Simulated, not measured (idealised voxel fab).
Proc. module: voxel capacitor over wiring
Pictured: cross-section cut, 290 nm wide, on a grid of 5 nm square cells.
Think of the cross-section as a grid of square cells. We describe it in bands, top to bottom, and each band covers one or more rows of those cells. In this notation a band is specified by the heights of its top and bottom, in that order and in nm, after which its materials appear from left to right, each paired with its width in nm. The word "everywhere" attached to a single material means that material fills the band from edge to edge; the word "empty" stands for empty space. Basically, 0 is our baseline, since under it the wafer straight out of the box is all one material. The bottom band has no lower end and keeps on going down, so it looks like "z 0 and below". Graded width ("30 to 40"): value in top row of band = first number; value in bottom row = second number; row-to-row change constant. The designation "nothing changed", where it is given for a processing step, indicates that no cell of the cross-section was altered in the course of that step. "Closed void inventory": empty spaces of 8 cells or more with no open way to the top, each given as width x height at distance, distance from the left edge, all in nm. On each step's line, the part that comes after the settings is the simulator's own comment on the step. When a step includes a mask, the "overlay nm" setting on its line states how far to the right of its planned place that mask lay, and negative values state how far to the left. Each pair below shows a cross-section before one step and the cross-section after it, down to the lowest band that changed. The line under each pair gives the step between them, with its settings. The pairs can come from different runs of this module on the same starting wafer, so a pair continues from the pair above only where its "Pre-step cross-section" says so.
-- Pre-step cross-section
	z 0 and below  Si everywhere
	Closed void inventory: none
-- Section, Post-Step
	z 10 to 0  SiO2 everywhere
	Below 0, no change.
	Closed void inventory: none
Intermediate step for the cross-sections above: CONFORMAL_DEP with material SiO2, thk nm 10
Pre-step cross-section: For the state before this step, see the after cross-section of the pair located directly above.
-- Section, Post-Step
	z 15 to 10  SiCN everywhere
	Below 10, no change.
	Closed void inventory: none
Intermediate step for the cross-sections above: CONFORMAL_DEP with material SiCN, thk nm 5
Pre-step cross-section: For the state before this step, see the after cross-section of the pair located directly above.
-- Section, Post-Step
	z 30 to 15  lowk everywhere
	Below 15, no change.
	Closed void inventory: none
Intermediate step for the cross-sections above: DIRECTIONAL_DEP with material lowk, thk nm 15
Pre-step cross-section: For the state before this step, see the after cross-section of the pair located directly above.
-- Section, Post-Step
	z 30 to 15  80 of lowk, then 30 of empty, then 70 of lowk, then 30 of empty, then 80 of lowk
	Below 15, no change.
	Closed void inventory: none
Intermediate step for the cross-sections above: MASKED_ETCH with tone open, mask id METAL_1, width nm 30, pitch nm 100, etch materials lowk, depth nm 15, overlay nm 0
Pre-step cross-section: For the state before this step, see the after cross-section of the pair located directly above.
-- Section, Post-Step
	z 30 to 15  80 of lowk, then 30 of empty, then 70 of lowk, then 30 of empty, then 80 of lowk
	z 15 to 10  80 of SiCN, then 30 of empty, then 70 of SiCN, then 30 of empty, then 80 of SiCN
	Below 10, no change.
	Closed void inventory: none
Intermediate step for the cross-sections above: MASKED_ETCH with tone open, mask id METAL_1, width nm 30, pitch nm 100, etch materials SiCN, depth nm 5, overlay nm 0
Pre-step cross-section: For the state before this step, see the after cross-section of the pair located directly above.
-- Section, Post-Step
	z 35 to 30  85 of TiN, then 20 of empty, then 80 of TiN, then 20 of empty, then 85 of TiN
	z 30 to 15  80 of lowk, then 5 of TiN, then 20 of empty, then 5 of TiN, then 70 of lowk, then 5 of TiN, then 20 of empty, then 5 of TiN, then 80 of lowk
	z 15 to 10  80 of SiCN, then 30 of TiN, then 70 of SiCN, then 30 of TiN, then 80 of SiCN
	Below 10, no change.
	Closed void inventory: none
Intermediate step for the cross-sections above: CONFORMAL_DEP with material TiN, thk nm 5
Pre-step cross-section: For the state before this step, see the after cross-section of the pair located directly above.
-- Section, Post-Step
	z 45 to 35  Ru everywhere
	z 35 to 30  85 of TiN, then 20 of Ru, then 80 of TiN, then 20 of Ru, then 85 of TiN
	z 30 to 15  80 of lowk, then 5 of TiN, then 20 of Ru, then 5 of TiN, then 70 of lowk, then 5 of TiN, then 20 of Ru, then 5 of TiN, then 80 of lowk
	Below 15, no change.
	Closed void inventory: none
Intermediate step for the cross-sections above: FILL_DEP with material Ru, thk nm 10
Pre-step cross-section: For the state before this step, see the after cross-section of the pair located directly above.
-- Section, Post-Step
	z 30 to 15  80 of lowk, then 5 of TiN, then 20 of Ru, then 5 of TiN, then 70 of lowk, then 5 of TiN, then 20 of Ru, then 5 of TiN, then 80 of lowk
	Below 15, no change.
	Closed void inventory: none
Intermediate step for the cross-sections above: CMP with height nm 30
Pre-step cross-section: For the state before this step, see the after cross-section of the pair located directly above.
-- Section, Post-Step
	z 35 to 30  SiCN everywhere
	Below 30, no change.
	Closed void inventory: none
Intermediate step for the cross-sections above: CONFORMAL_DEP with material SiCN, thk nm 5
Pre-step cross-section: For the state before this step, see the after cross-section of the pair located directly above.
-- Section, Post-Step
	z 50 to 35  lowk everywhere
	Below 35, no change.
	Closed void inventory: none
Intermediate step for the cross-sections above: DIRECTIONAL_DEP with material lowk, thk nm 15
Pre-step cross-section: For the state before this step, see the after cross-section of the pair located directly above.
-- Section, Post-Step
	z 65 to 50  aC everywhere
	Below 50, no change.
	Closed void inventory: none
Intermediate step for the cross-sections above: DIRECTIONAL_DEP with material aC, thk nm 15
Pre-step cross-section: For the state before this step, see the after cross-section of the pair located directly above.
-- Section, Post-Step
	z 95 to 65  95 of resist, then 15 of empty, then 180 of resist
	Below 65, no change.
	Closed void inventory: none
Intermediate step for the cross-sections above: PATTERN with tone open, mask id PLUG_1, material resist, width nm 15, thk nm 30, overlay nm 0
Pre-step cross-section: For the state before this step, see the after cross-section of the pair located directly above.
-- Section, Post-Step
	z 80 to 65  95 of resist, then 15 of empty, then 180 of resist
	z 65 to 50  95 of aC, then 15 of empty, then 180 of aC
	Below 50, no change.
	Closed void inventory: none
Intermediate step for the cross-sections above: DIRECTIONAL_ETCH with etch materials aC, depth nm 15
Pre-step cross-section: For the state before this step, see the after cross-section of the pair located directly above.
-- Section, Post-Step
	z 65 to 50  95 of aC, then 15 of empty, then 180 of aC
	Below 50, no change.
	Closed void inventory: none
Intermediate step for the cross-sections above: STRIP with etch materials resist
Pre-step cross-section: For the state before this step, see the after cross-section of the pair located directly above.
-- Section, Post-Step
	z 65 to 50  95 of aC, then 15 of empty, then 180 of aC
	z 50 to 35  95 of lowk, then 15 of empty, then 180 of lowk
	Below 35, no change.
	Closed void inventory: none
Intermediate step for the cross-sections above: DIRECTIONAL_ETCH with etch materials lowk, depth nm 15
Pre-step cross-section: For the state before this step, see the after cross-section of the pair located directly above.
-- Section, Post-Step
	z 65 to 50  95 of aC, then 15 of empty, then 180 of aC
	z 50 to 35  95 of lowk, then 15 of empty, then 180 of lowk
	z 35 to 30  95 of SiCN, then 15 of empty, then 180 of SiCN
	Below 30, no change.
	Closed void inventory: none
Intermediate step for the cross-sections above: DIRECTIONAL_ETCH with etch materials SiCN, depth nm 5
Pre-step cross-section: For the state before this step, see the after cross-section of the pair located directly above.
-- Section, Post-Step
	z 50 to 35  95 of lowk, then 15 of empty, then 180 of lowk
	Below 35, no change.
	Closed void inventory: none
Intermediate step for the cross-sections above: STRIP with etch materials aC
Pre-step cross-section: For the state before this step, see the after cross-section of the pair located directly above.
-- Section, Post-Step
	z 50 to 40  95 of lowk, then 15 of empty, then 180 of lowk
	z 40 to 35  95 of lowk, then 15 of Ru, then 180 of lowk
	z 35 to 30  95 of SiCN, then 15 of Ru, then 180 of SiCN
	Below 30, no change.
	Closed void inventory: none
Intermediate step for the cross-sections above: EPI with material Ru, thk nm 10
Pre-step cross-section: For the state before this step, see the after cross-section of the pair located directly above.
-- Section, Post-Step
	z 50 to 35  95 of lowk, then 15 of Ru, then 180 of lowk
	Below 35, no change.
	Closed void inventory: none
Intermediate step for the cross-sections above: EPI with material Ru, thk nm 10
Pre-step cross-section: For the state before this step, see the after cross-section of the pair located directly above.
-- Section, Post-Step
	z 55 to 50  TiN everywhere
	Below 50, no change.
	Closed void inventory: none
Intermediate step for the cross-sections above: DIRECTIONAL_DEP with material TiN, thk nm 5
Pre-step cross-section: For the state before this step, see the after cross-section of the pair located directly above.
-- Section, Post-Step
	z 60 to 55  Al2O3 everywhere
	Below 55, no change.
	Closed void inventory: none
Intermediate step for the cross-sections above: DIRECTIONAL_DEP with material Al2O3, thk nm 5
Pre-step cross-section: For the state before this step, see the after cross-section of the pair located directly above.
-- Section, Post-Step
	z 70 to 60  TiN everywhere
	Below 60, no change.
	Closed void inventory: none
Intermediate step for the cross-sections above: DIRECTIONAL_DEP with material TiN, thk nm 10
Pre-step cross-section: For the state before this step, see the after cross-section of the pair located directly above.
-- Section, Post-Step
	z 70 to 60  95 of empty, then 75 of TiN, then 120 of empty
	Below 60, no change.
	Closed void inventory: none
Intermediate step for the cross-sections above: MASKED_ETCH with tone cover, mask id UPPER_PLATE, width nm 75, etch materials TiN, depth nm 10, overlay nm 0
Pre-step cross-section: For the state before this step, see the after cross-section of the pair located directly above.
-- Section, Post-Step
	z 70 to 60  95 of empty, then 75 of TiN, then 120 of empty
	z 60 to 55  95 of empty, then 75 of Al2O3, then 120 of empty
	Below 55, no change.
	Closed void inventory: none
Intermediate step for the cross-sections above: MASKED_ETCH with tone cover, mask id UPPER_PLATE, width nm 75, etch materials Al2O3, depth nm 5, overlay nm 0
Pre-step cross-section: For the state before this step, see the after cross-section of the pair located directly above.
-- Section, Post-Step
	z 85 to 70  95 of empty, then 75 of aC, then 120 of empty
	z 70 to 60  95 of aC, then 75 of TiN, then 120 of aC
	z 60 to 55  95 of aC, then 75 of Al2O3, then 120 of aC
	Below 55, no change.
	Closed void inventory: none
Intermediate step for the cross-sections above: DIRECTIONAL_DEP with material aC, thk nm 15
Pre-step cross-section: For the state before this step, see the after cross-section of the pair located directly above.
-- Section, Post-Step
	z 120 to 85  90 of empty, then 85 of resist, then 115 of empty
	z 85 to 70  90 of empty, then 5 of resist, then 75 of aC, then 5 of resist, then 115 of empty
	Below 70, no change.
	Closed void inventory: none
Intermediate step for the cross-sections above: PATTERN with tone cover, mask id LOWER_PLATE, material resist, width nm 85, thk nm 35, overlay nm 0
Pre-step cross-section: For the state before this step, see the after cross-section of the pair located directly above.
-- Section, Post-Step
	z 105 to 85  90 of empty, then 85 of resist, then 115 of empty
	z 85 to 70  90 of empty, then 5 of resist, then 75 of aC, then 5 of resist, then 115 of empty
	z 70 to 60  90 of empty, then 5 of aC, then 75 of TiN, then 5 of aC, then 115 of empty
	z 60 to 55  90 of empty, then 5 of aC, then 75 of Al2O3, then 5 of aC, then 115 of empty
	Below 55, no change.
	Closed void inventory: none
Intermediate step for the cross-sections above: DIRECTIONAL_ETCH with etch materials aC, depth nm 15
Pre-step cross-section: For the state before this step, see the after cross-section of the pair located directly above.
-- Section, Post-Step
	z 85 to 70  95 of empty, then 75 of aC, then 120 of empty
	Below 70, no change.
	Closed void inventory: none
Intermediate step for the cross-sections above: STRIP with etch materials resist
Pre-step cross-section: For the state before this step, see the after cross-section of the pair located directly above.
-- Section, Post-Step
	z 85 to 70  95 of empty, then 75 of aC, then 120 of empty
	z 70 to 60  90 of empty, then 5 of aC, then 75 of TiN, then 5 of aC, then 115 of empty
	z 60 to 55  90 of empty, then 5 of aC, then 75 of Al2O3, then 5 of aC, then 115 of empty
	z 55 to 50  90 of empty, then 85 of TiN, then 115 of empty
	Below 50, no change.
	Closed void inventory: none
Intermediate step for the cross-sections above: DIRECTIONAL_ETCH with etch materials TiN, depth nm 5
Pre-step cross-section: For the state before this step, see the after cross-section of the pair located directly above.
-- Section, Post-Step
	z 70 to 60  95 of empty, then 75 of TiN, then 120 of empty
	z 60 to 55  95 of empty, then 75 of Al2O3, then 120 of empty
	Below 55, no change.
	Closed void inventory: none
Intermediate step for the cross-sections above: STRIP with etch materials aC
Pre-step cross-section: For the state before this step, see the after cross-section of the pair located directly above.
-- Section, Post-Step
	z 85 to 70  SiO2 everywhere
	z 70 to 60  95 of SiO2, then 75 of TiN, then 120 of SiO2
	z 60 to 55  95 of SiO2, then 75 of Al2O3, then 120 of SiO2
	z 55 to 50  90 of SiO2, then 85 of TiN, then 115 of SiO2
	Below 50, no change.
	Closed void inventory: none
Intermediate step for the cross-sections above: FILL_DEP with material SiO2, thk nm 15
Pre-step cross-section: For the state before this step, see the after cross-section of the pair located directly above.
-- Section, Post-Step
	z 80 to 70  SiO2 everywhere
	Below 70, no change.
	Closed void inventory: none
Intermediate step for the cross-sections above: CMP with height nm 80
Pre-step cross-section: For the state before this step, see the after cross-section of the pair located directly above.
-- Section, Post-Step
	z 95 to 80  105 of resist, then 15 of empty, then 170 of resist
	Below 80, no change.
	Closed void inventory: none
Intermediate step for the cross-sections above: PATTERN with tone open, mask id PLUG_2, material resist, width nm 15, thk nm 15, overlay nm 0
Pre-step cross-section: For the state before this step, see the after cross-section of the pair located directly above.
-- Section, Post-Step
	z 95 to 80  105 of resist, then 15 of empty, then 170 of resist
	z 80 to 70  105 of SiO2, then 15 of empty, then 170 of SiO2
	Below 70, no change.
	Closed void inventory: none
Intermediate step for the cross-sections above: DIRECTIONAL_ETCH with etch materials SiO2, depth nm 10
Pre-step cross-section: For the state before this step, see the after cross-section of the pair located directly above.
-- Section, Post-Step
	z 80 to 70  105 of SiO2, then 15 of empty, then 170 of SiO2
	Below 70, no change.
	Closed void inventory: none
Intermediate step for the cross-sections above: STRIP with etch materials resist
Pre-step cross-section: For the state before this step, see the after cross-section of the pair located directly above.
-- Section, Post-Step
	z 85 to 80  110 of TiN, then 5 of empty, then 175 of TiN
	z 80 to 75  105 of SiO2, then 5 of TiN, then 5 of empty, then 5 of TiN, then 170 of SiO2
	z 75 to 70  105 of SiO2, then 15 of TiN, then 170 of SiO2
	Below 70, no change.
	Closed void inventory: none
Intermediate step for the cross-sections above: CONFORMAL_DEP with material TiN, thk nm 5
Pre-step cross-section: For the state before this step, see the after cross-section of the pair located directly above.
-- Section, Post-Step
	z 95 to 85  Cu everywhere
	z 85 to 80  110 of TiN, then 5 of Cu, then 175 of TiN
	z 80 to 75  105 of SiO2, then 5 of TiN, then 5 of Cu, then 5 of TiN, then 170 of SiO2
	Below 75, no change.
	Closed void inventory: none
Intermediate step for the cross-sections above: FILL_DEP with material Cu, thk nm 10
Pre-step cross-section: For the state before this step, see the after cross-section of the pair located directly above.
-- Section, Post-Step
	z 80 to 75  105 of SiO2, then 5 of TiN, then 5 of Cu, then 5 of TiN, then 170 of SiO2
	Below 75, no change.
	Closed void inventory: none
Intermediate step for the cross-sections above: CMP with height nm 80
Pre-step cross-section: For the state before this step, see the after cross-section of the pair located directly above.
-- Section, Post-Step
	z 85 to 80  SiN everywhere
	Below 80, no change.
	Closed void inventory: none
Intermediate step for the cross-sections above: CONFORMAL_DEP with material SiN, thk nm 5
-- Pre-step cross-section
	z 50 to 35  95 of lowk, then 15 of Ru, then 180 of lowk
	z 35 to 30  95 of SiCN, then 15 of Ru, then 180 of SiCN
	z 30 to 15  80 of lowk, then 5 of TiN, then 20 of Ru, then 5 of TiN, then 70 of lowk, then 5 of TiN, then 20 of Ru, then 5 of TiN, then 80 of lowk
	z 15 to 10  80 of SiCN, then 30 of TiN, then 70 of SiCN, then 30 of TiN, then 80 of SiCN
	z 10 to 0  SiO2 everywhere
	z 0 and below  Si everywhere
	Closed void inventory: none
-- Section, Post-Step
	z 55 to 50  Al2O3 everywhere
	Below 50, no change.
	Closed void inventory: none
Intermediate step for the cross-sections above: DIRECTIONAL_DEP with material Al2O3, thk nm 5
Pre-step cross-section: For the state before this step, see the after cross-section of the pair located directly above.
-- Section, Post-Step
	z 65 to 55  TiN everywhere
	Below 55, no change.
	Closed void inventory: none
Intermediate step for the cross-sections above: DIRECTIONAL_DEP with material TiN, thk nm 10
Pre-step cross-section: For the state before this step, see the after cross-section of the pair located directly above.
-- Section, Post-Step
	z 65 to 55  95 of empty, then 75 of TiN, then 120 of empty
	Below 55, no change.
	Closed void inventory: none
Intermediate step for the cross-sections above: MASKED_ETCH with tone cover, mask id UPPER_PLATE, width nm 75, etch materials TiN, depth nm 10, overlay nm 0
Pre-step cross-section: For the state before this step, see the after cross-section of the pair located directly above.
-- Section, Post-Step
	z 65 to 55  95 of empty, then 75 of TiN, then 120 of empty
	z 55 to 50  95 of empty, then 75 of Al2O3, then 120 of empty
	Below 50, no change.
	Closed void inventory: none
Intermediate step for the cross-sections above: MASKED_ETCH with tone cover, mask id UPPER_PLATE, width nm 75, etch materials Al2O3, depth nm 5, overlay nm 0
Pre-step cross-section: For the state before this step, see the after cross-section of the pair located directly above.
-- Section, Post-Step
	z 80 to 65  95 of empty, then 75 of aC, then 120 of empty
	z 65 to 55  95 of aC, then 75 of TiN, then 120 of aC
	z 55 to 50  95 of aC, then 75 of Al2O3, then 120 of aC
	Below 50, no change.
	Closed void inventory: none
Intermediate step for the cross-sections above: DIRECTIONAL_DEP with material aC, thk nm 15
Pre-step cross-section: For the state before this step, see the after cross-section of the pair located directly above.
-- Section, Post-Step
	z 115 to 80  90 of empty, then 85 of resist, then 115 of empty
	z 80 to 65  90 of empty, then 5 of resist, then 75 of aC, then 5 of resist, then 115 of empty
	Below 65, no change.
	Closed void inventory: none
Intermediate step for the cross-sections above: PATTERN with tone cover, mask id LOWER_PLATE, material resist, width nm 85, thk nm 35, overlay nm 0
Pre-step cross-section: For the state before this step, see the after cross-section of the pair located directly above.
-- Section, Post-Step
	z 100 to 80  90 of empty, then 85 of resist, then 115 of empty
	z 80 to 65  90 of empty, then 5 of resist, then 75 of aC, then 5 of resist, then 115 of empty
	z 65 to 55  90 of empty, then 5 of aC, then 75 of TiN, then 5 of aC, then 115 of empty
	z 55 to 50  90 of empty, then 5 of aC, then 75 of Al2O3, then 5 of aC, then 115 of empty
	Below 50, no change.
	Closed void inventory: none
Intermediate step for the cross-sections above: DIRECTIONAL_ETCH with etch materials aC, depth nm 15
Pre-step cross-section: For the state before this step, see the after cross-section of the pair located directly above.
-- Section, Post-Step
	z 80 to 65  95 of empty, then 75 of aC, then 120 of empty
	Below 65, no change.
	Closed void inventory: none
Intermediate step for the cross-sections above: STRIP with etch materials resist
Pre-step cross-section: For the state before this step, see the after cross-section of the pair located directly above.
-- Section, Post-Step
	z 65 to 55  95 of empty, then 75 of TiN, then 120 of empty
	z 55 to 50  95 of empty, then 75 of Al2O3, then 120 of empty
	Below 50, no change.
	Closed void inventory: none
Intermediate step for the cross-sections above: STRIP with etch materials aC
Pre-step cross-section: For the state before this step, see the after cross-section of the pair located directly above.
-- Section, Post-Step
	z 80 to 65  SiO2 everywhere
	z 65 to 55  95 of SiO2, then 75 of TiN, then 120 of SiO2
	z 55 to 50  95 of SiO2, then 75 of Al2O3, then 120 of SiO2
	Below 50, no change.
	Closed void inventory: none
Intermediate step for the cross-sections above: FILL_DEP with material SiO2, thk nm 15
Pre-step cross-section: For the state before this step, see the after cross-section of the pair located directly above.
-- Section, Post-Step
	z 95 to 80  105 of resist, then 15 of empty, then 170 of resist
	Below 80, no change.
	Closed void inventory: none
Intermediate step for the cross-sections above: PATTERN with tone open, mask id PLUG_2, material resist, width nm 15, thk nm 15, overlay nm 0
Pre-step cross-section: For the state before this step, see the after cross-section of the pair located directly above.
-- Section, Post-Step
	z 95 to 80  105 of resist, then 15 of empty, then 170 of resist
	z 80 to 70  105 of SiO2, then 15 of empty, then 170 of SiO2
	Below 70, no change.
	Closed void inventory: none
Intermediate step for the cross-sections above: DIRECTIONAL_ETCH with etch materials SiO2, depth nm 10
Pre-step cross-section: For the state before this step, see the after cross-section of the pair located directly above.
-- Section, Post-Step
	z 80 to 70  105 of SiO2, then 15 of empty, then 170 of SiO2
	Below 70, no change.
	Closed void inventory: none
Intermediate step for the cross-sections above: STRIP with etch materials resist
Pre-step cross-section: For the state before this step, see the after cross-section of the pair located directly above.
-- Section, Post-Step
	z 85 to 80  110 of TiN, then 5 of empty, then 175 of TiN
	z 80 to 75  105 of SiO2, then 5 of TiN, then 5 of empty, then 5 of TiN, then 170 of SiO2
	z 75 to 70  105 of SiO2, then 15 of TiN, then 170 of SiO2
	Below 70, no change.
	Closed void inventory: none
Intermediate step for the cross-sections above: CONFORMAL_DEP with material TiN, thk nm 5
Pre-step cross-section: For the state before this step, see the after cross-section of the pair located directly above.
-- Section, Post-Step
	z 95 to 85  Cu everywhere
	z 85 to 80  110 of TiN, then 5 of Cu, then 175 of TiN
	z 80 to 75  105 of SiO2, then 5 of TiN, then 5 of Cu, then 5 of TiN, then 170 of SiO2
	Below 75, no change.
	Closed void inventory: none
Intermediate step for the cross-sections above: FILL_DEP with material Cu, thk nm 10
Pre-step cross-section: For the state before this step, see the after cross-section of the pair located directly above.
-- Section, Post-Step
	z 80 to 75  105 of SiO2, then 5 of TiN, then 5 of Cu, then 5 of TiN, then 170 of SiO2
	Below 75, no change.
	Closed void inventory: none
Intermediate step for the cross-sections above: CMP with height nm 80
Pre-step cross-section: For the state before this step, see the after cross-section of the pair located directly above.
-- Section, Post-Step
	z 85 to 80  SiN everywhere
	Below 80, no change.
	Closed void inventory: none
Intermediate step for the cross-sections above: CONFORMAL_DEP with material SiN, thk nm 5
-- Pre-step cross-section
	z 50 to 35  95 of lowk, then 15 of Ru, then 180 of lowk
	z 35 to 30  95 of SiCN, then 15 of Ru, then 180 of SiCN
	z 30 to 15  80 of lowk, then 5 of TiN, then 20 of Ru, then 5 of TiN, then 70 of lowk, then 5 of TiN, then 20 of Ru, then 5 of TiN, then 80 of lowk
	z 15 to 10  80 of SiCN, then 30 of TiN, then 70 of SiCN, then 30 of TiN, then 80 of SiCN
	z 10 to 0  SiO2 everywhere
	z 0 and below  Si everywhere
	Closed void inventory: none
-- Section, Post-Step
	z 60 to 50  85 of empty, then 35 of Ru, then 170 of empty
	Below 50, no change.
	Closed void inventory: none
Intermediate step for the cross-sections above: EPI with material Ru, thk nm 10
Pre-step cross-section: For the state before this step, see the after cross-section of the pair located directly above.
-- Section, Post-Step
	z 65 to 60  85 of empty, then 35 of TiN, then 170 of empty
	z 60 to 55  85 of empty, then 35 of Ru, then 170 of empty
	z 55 to 50  85 of TiN, then 35 of Ru, then 170 of TiN
	Below 50, no change.
	Closed void inventory: none
Intermediate step for the cross-sections above: DIRECTIONAL_DEP with material TiN, thk nm 5
Pre-step cross-section: For the state before this step, see the after cross-section of the pair located directly above.
-- Section, Post-Step
	z 70 to 65  85 of empty, then 35 of Al2O3, then 170 of empty
	z 65 to 60  85 of empty, then 35 of TiN, then 170 of empty
	z 60 to 55  85 of Al2O3, then 35 of Ru, then 170 of Al2O3
	Below 55, no change.
	Closed void inventory: none
Intermediate step for the cross-sections above: DIRECTIONAL_DEP with material Al2O3, thk nm 5
Pre-step cross-section: For the state before this step, see the after cross-section of the pair located directly above.
-- Section, Post-Step
	z 80 to 70  85 of empty, then 35 of TiN, then 170 of empty
	z 70 to 65  85 of TiN, then 35 of Al2O3, then 170 of TiN
	z 65 to 60  TiN everywhere
	Below 60, no change.
	Closed void inventory: none
Intermediate step for the cross-sections above: DIRECTIONAL_DEP with material TiN, thk nm 10
Pre-step cross-section: For the state before this step, see the after cross-section of the pair located directly above.
-- Section, Post-Step
	z 80 to 70  95 of empty, then 25 of TiN, then 170 of empty
	z 70 to 65  85 of empty, then 35 of Al2O3, then 50 of TiN, then 120 of empty
	z 65 to 60  85 of empty, then 85 of TiN, then 120 of empty
	Below 60, no change.
	Closed void inventory: none
Intermediate step for the cross-sections above: MASKED_ETCH with tone cover, mask id UPPER_PLATE, width nm 75, etch materials TiN, depth nm 10, overlay nm 0
Pre-step cross-section: For the state before this step, see the after cross-section of the pair located directly above.
-- Section, Post-Step
	z 80 to 70  95 of empty, then 25 of TiN, then 170 of empty
	z 70 to 65  95 of empty, then 25 of Al2O3, then 50 of TiN, then 120 of empty
	z 65 to 60  85 of empty, then 85 of TiN, then 120 of empty
	z 60 to 55  85 of empty, then 35 of Ru, then 50 of Al2O3, then 120 of empty
	Below 55, no change.
	Closed void inventory: none
Intermediate step for the cross-sections above: MASKED_ETCH with tone cover, mask id UPPER_PLATE, width nm 75, etch materials Al2O3, depth nm 5, overlay nm 0
Pre-step cross-section: For the state before this step, see the after cross-section of the pair located directly above.
-- Section, Post-Step
	z 95 to 85  95 of empty, then 25 of aC, then 170 of empty
	z 85 to 80  95 of empty, then 75 of aC, then 120 of empty
	z 80 to 70  85 of empty, then 10 of aC, then 25 of TiN, then 50 of aC, then 120 of empty
	z 70 to 65  95 of aC, then 25 of Al2O3, then 50 of TiN, then 120 of aC
	z 65 to 60  85 of aC, then 85 of TiN, then 120 of aC
	z 60 to 55  85 of aC, then 35 of Ru, then 50 of Al2O3, then 120 of aC
	Below 55, no change.
	Closed void inventory: none
Intermediate step for the cross-sections above: DIRECTIONAL_DEP with material aC, thk nm 15
Pre-step cross-section: For the state before this step, see the after cross-section of the pair located directly above.
-- Section, Post-Step
	z 130 to 95  90 of empty, then 85 of resist, then 115 of empty
	z 95 to 85  90 of empty, then 5 of resist, then 25 of aC, then 55 of resist, then 115 of empty
	z 85 to 80  90 of empty, then 5 of resist, then 75 of aC, then 5 of resist, then 115 of empty
	z 80 to 70  85 of empty, then 10 of aC, then 25 of TiN, then 50 of aC, then 5 of resist, then 115 of empty
	Below 70, no change.
	Closed void inventory: none
Intermediate step for the cross-sections above: PATTERN with tone cover, mask id LOWER_PLATE, material resist, width nm 85, thk nm 35, overlay nm 0
Pre-step cross-section: For the state before this step, see the after cross-section of the pair located directly above.
-- Section, Post-Step
	z 115 to 95  90 of empty, then 85 of resist, then 115 of empty
	z 95 to 85  90 of empty, then 5 of resist, then 25 of aC, then 55 of resist, then 115 of empty
	z 85 to 80  90 of empty, then 5 of resist, then 75 of aC, then 5 of resist, then 115 of empty
	z 80 to 70  90 of empty, then 5 of aC, then 25 of TiN, then 50 of aC, then 5 of resist, then 115 of empty
	z 70 to 65  90 of empty, then 5 of aC, then 25 of Al2O3, then 50 of TiN, then 5 of aC, then 115 of empty
	z 65 to 60  85 of empty, then 85 of TiN, then 5 of aC, then 115 of empty
	z 60 to 55  85 of empty, then 35 of Ru, then 50 of Al2O3, then 5 of aC, then 115 of empty
	Below 55, no change.
	Closed void inventory: none
Intermediate step for the cross-sections above: DIRECTIONAL_ETCH with etch materials aC, depth nm 15
Pre-step cross-section: For the state before this step, see the after cross-section of the pair located directly above.
-- Section, Post-Step
	z 95 to 85  95 of empty, then 25 of aC, then 170 of empty
	z 85 to 80  95 of empty, then 75 of aC, then 120 of empty
	z 80 to 70  90 of empty, then 5 of aC, then 25 of TiN, then 50 of aC, then 120 of empty
	Below 70, no change.
	Closed void inventory: none
Intermediate step for the cross-sections above: STRIP with etch materials resist
Pre-step cross-section: For the state before this step, see the after cross-section of the pair located directly above.
-- Section, Post-Step
	z 95 to 85  95 of empty, then 25 of aC, then 170 of empty
	z 85 to 80  95 of empty, then 75 of aC, then 120 of empty
	z 80 to 70  90 of empty, then 5 of aC, then 25 of TiN, then 50 of aC, then 120 of empty
	z 70 to 65  90 of empty, then 5 of aC, then 25 of Al2O3, then 50 of TiN, then 5 of aC, then 115 of empty
	z 65 to 60  90 of empty, then 80 of TiN, then 5 of aC, then 115 of empty
	z 60 to 55  85 of empty, then 35 of Ru, then 50 of Al2O3, then 5 of aC, then 115 of empty
	z 55 to 50  85 of empty, then 35 of Ru, then 55 of TiN, then 115 of empty
	Below 50, no change.
	Closed void inventory: none
Intermediate step for the cross-sections above: DIRECTIONAL_ETCH with etch materials TiN, depth nm 5
Pre-step cross-section: For the state before this step, see the after cross-section of the pair located directly above.
-- Section, Post-Step
	z 80 to 70  95 of empty, then 25 of TiN, then 170 of empty
	z 70 to 65  95 of empty, then 25 of Al2O3, then 50 of TiN, then 120 of empty
	z 65 to 60  90 of empty, then 80 of TiN, then 120 of empty
	z 60 to 55  85 of empty, then 35 of Ru, then 50 of Al2O3, then 120 of empty
	Below 55, no change.
	Closed void inventory: none
Intermediate step for the cross-sections above: STRIP with etch materials aC
Pre-step cross-section: For the state before this step, see the after cross-section of the pair located directly above.
-- Section, Post-Step
	z 95 to 80  SiO2 everywhere
	z 80 to 70  95 of SiO2, then 25 of TiN, then 170 of SiO2
	z 70 to 65  95 of SiO2, then 25 of Al2O3, then 50 of TiN, then 120 of SiO2
	z 65 to 60  90 of SiO2, then 80 of TiN, then 120 of SiO2
	z 60 to 55  85 of SiO2, then 35 of Ru, then 50 of Al2O3, then 120 of SiO2
	z 55 to 50  85 of SiO2, then 35 of Ru, then 55 of TiN, then 115 of SiO2
	Below 50, no change.
	Closed void inventory: none
Intermediate step for the cross-sections above: FILL_DEP with material SiO2, thk nm 15
Pre-step cross-section: For the state before this step, see the after cross-section of the pair located directly above.
-- Section, Post-Step
	z 80 to 70  95 of SiO2, then 25 of TiN, then 170 of SiO2
	Below 70, no change.
	Closed void inventory: none
Intermediate step for the cross-sections above: CMP with height nm 80
Pre-step cross-section: For the state before this step, see the after cross-section of the pair located directly above.
-- Section, Post-Step
	z 95 to 80  105 of resist, then 15 of empty, then 170 of resist
	Below 80, no change.
	Closed void inventory: none
Intermediate step for the cross-sections above: PATTERN with tone open, mask id PLUG_2, material resist, width nm 15, thk nm 15, overlay nm 0
Pre-step cross-section: For the state before this step, see the after cross-section of the pair located directly above.
-- Section, Post-Step
	z 80 to 70  95 of SiO2, then 25 of TiN, then 170 of SiO2
	Below 70, no change.
	Closed void inventory: none
Intermediate step for the cross-sections above: STRIP with etch materials resist
Pre-step cross-section: For the state before this step, see the after cross-section of the pair located directly above.
-- Section, Post-Step
	z 85 to 80  TiN everywhere
	Below 80, no change.
	Closed void inventory: none
Intermediate step for the cross-sections above: CONFORMAL_DEP with material TiN, thk nm 5
Pre-step cross-section: For the state before this step, see the after cross-section of the pair located directly above.
-- Section, Post-Step
	z 95 to 85  Cu everywhere
	Below 85, no change.
	Closed void inventory: none
Intermediate step for the cross-sections above: FILL_DEP with material Cu, thk nm 10
Pre-step cross-section: For the state before this step, see the after cross-section of the pair located directly above.
-- Section, Post-Step
	z 80 to 70  95 of SiO2, then 25 of TiN, then 170 of SiO2
	Below 70, no change.
	Closed void inventory: none
Intermediate step for the cross-sections above: CMP with height nm 80
Pre-step cross-section: For the state before this step, see the after cross-section of the pair located directly above.
-- Section, Post-Step
	z 85 to 80  SiN everywhere
	Below 80, no change.
	Closed void inventory: none
Intermediate step for the cross-sections above: CONFORMAL_DEP with material SiN, thk nm 5
